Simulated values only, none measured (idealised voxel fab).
The following is a process module called voxel capacitor over wiring.
We display cut, a cross-section 165 nm in width whose square cells are each 5 nm.
In this document a cross-section is written as a grid of square cells. It is given as a series of bands, listed from the top down, and a band is one or more rows of cells.
For a band, the entry starts with two heights in nm, that of the top and then that of the bottom, and carries on with the band's materials in order from left to right, each alongside its width in nm; the word "throughout" beside a single material means it fills the band edge to edge, and "empty" means empty space.
Heights are expressed relative to 0, this being the level below which the as-received wafer comprises one material exclusively. The lowest band is unbounded in the downward direction and is denoted as in "z 0 and below".
The expression "30->40" gives the width at the extremes of the band, the first number at its top row of cells and the second at its bottom row, with the width changing by equal amounts from each row to the next in between.
"same as before" -> step changed no cross-section cell.
Enclosed voids (no open way to top), threshold 8 cells or more, entry "Closed void catalog", notation width x height at distance, distance from left edge, nm.
Note: text after step settings on the step line = simulator remark on that step.
A step line may carry the setting "overlay nm", which, for steps involving a mask, states the distance by which the mask lay to the right of its intended position; negative values denote displacement to the left.

Set out below are the planned steps of the process:
| 1 | RECEIVE, material Si |
| 2 | CONFORMAL_DEP, material SiO2, thk nm 10 |
| 3 | DIRECTIONAL_DEP, material TiN, thk nm 5 |
| 4 | DIRECTIONAL_DEP, material W, thk nm 15 |
| 5 | MASKED_ETCH, tone cover, mask id METAL_1, width nm 30, pitch nm 95, etch materials W, depth nm 15, overlay nm 0 |
| 6 | MASKED_ETCH, tone cover, mask id METAL_1, width nm 30, pitch nm 95, etch materials TiN, depth nm 5, overlay nm 0 |
| 7 | FILL_DEP, material lowk, thk nm 10 |
| 8 | CMP, height nm 30 |
| 9 | CONFORMAL_DEP, material SiCN, thk nm 5 |
| 10 | DIRECTIONAL_DEP, material SiO2, thk nm 20 |
| 11 | PATTERN, tone open, mask id PLUG_1, material resist, width nm 15, thk nm 15, overlay nm 0 |
| 12 | DIRECTIONAL_ETCH, etch materials SiO2, depth nm 20 |
| 13 | DIRECTIONAL_ETCH, etch materials SiCN, depth nm 5 |
| 14 | STRIP, etch materials resist |
| 15 | CONFORMAL_DEP, material TiN, thk nm 5 |
| 16 | FILL_DEP, material W, thk nm 5 |
| 17 | CMP, height nm 55 |
| 18 | DIRECTIONAL_DEP, material TiN, thk nm 10 |
| 19 | DIRECTIONAL_DEP, material SiN, thk nm 5 |
| 20 | DIRECTIONAL_DEP, material TiN, thk nm 5 |
| 21 | DIRECTIONAL_DEP, material aC, thk nm 10 |
| 22 | PATTERN, tone cover, mask id UPPER_PLATE, material resist, width nm 70, thk nm 30, overlay nm 0 |
| 23 | DIRECTIONAL_ETCH, etch materials aC, depth nm 10 |
| 24 | STRIP, etch materials resist |
| 25 | DIRECTIONAL_ETCH, etch materials TiN, depth nm 5 |
| 26 | DIRECTIONAL_ETCH, etch materials SiN, depth nm 5 |
| 27 | STRIP, etch materials aC |
| 28 | PATTERN, tone cover, mask id LOWER_PLATE, material resist, width nm 80, thk nm 15, overlay nm 0 |
| 29 | DIRECTIONAL_ETCH, etch materials TiN, depth nm 10 |
| 30 | STRIP, etch materials resist |
| 31 | FILL_DEP, material SiO2, thk nm 20 |
| 32 | CMP, height nm 90 |
| 33 | MASKED_ETCH, tone open, mask id PLUG_2, width nm 15, etch materials SiO2, depth nm 15, overlay nm 0 |
| 34 | CONFORMAL_DEP, material TiN, thk nm 5 |
| 35 | FILL_DEP, material Ru, thk nm 5 |
| 36 | CMP, height nm 90 |
| 37 | CONFORMAL_DEP, material SiN, thk nm 5 |

Wafer at receipt (post step 1), cross-section:
    z 0 and below = Si throughout
    Closed void catalog: none

Sectioned view, first of two wafers, at the close of the module, processed as intended in the plan:
    z 95 to 90 = SiN throughout
    z 90 to 80 = SiO2 (45) / TiN (5) / Ru (5) / TiN (5) / SiO2 (105)
    z 80 to 70 = SiO2 (45->35) / TiN (15->70) / SiO2 (105->60)
    z 70 to 65 = SiO2 (35) / SiN (70) / SiO2 (60)
    z 65 to 55 = SiO2 (30) / TiN (80) / SiO2 (55)
    z 55 to 35 = SiO2 (35) / TiN (5) / W (5) / TiN (5) / SiO2 (115)
    z 35 to 30 = SiCN (35) / TiN (15) / SiCN (115)
    z 30 to 15 = lowk (20) / W (30) / lowk (65) / W (30) / lowk (20)
    z 15 to 10 = lowk (20) / TiN (30) / lowk (65) / TiN (30) / lowk (20)
    z 10 to 0 = SiO2 throughout
    z 0 and below = Si throughout
    Closed void catalog: none

Wafer two, sectioned after the module: the first wafer's start, the first wafer's plan, and one mistake in how it was run:
    z 95 to 90 = SiN throughout
    z 90 to 80 = SiO2 (45) / TiN (5) / Ru (5) / TiN (5) / SiO2 (105)
    z 80 to 70 = SiO2 (45->35) / TiN (15->70) / SiO2 (105->60)
    z 70 to 65 = SiO2 (35) / SiN (70) / SiO2 (60)
    z 65 to 55 = SiO2 (35) / TiN (70) / SiO2 (60)
    z 55 to 35 = SiO2 (35) / TiN (5) / W (5) / TiN (5) / SiO2 (115)
    z 35 to 30 = SiCN (35) / TiN (15) / SiCN (115)
    z 30 to 15 = lowk (20) / W (30) / lowk (65) / W (30) / lowk (20)
    z 15 to 10 = lowk (20) / TiN (30) / lowk (65) / TiN (30) / lowk (20)
    z 10 to 0 = SiO2 throughout
    z 0 and below = Si throughout
    Closed void catalog: none
In executing the process, a mistake was made relative to the plan: rather than as planned, step 28 actually ran as PATTERN, tone cover, mask id LOWER_PLATE, material resist, width nm 70, thk nm 15, overlay nm 0
Wrapping up, a cell-based count of both wafers puts the second over or under the first for these materials: 4 more of SiO2, 4 fewer of TiN
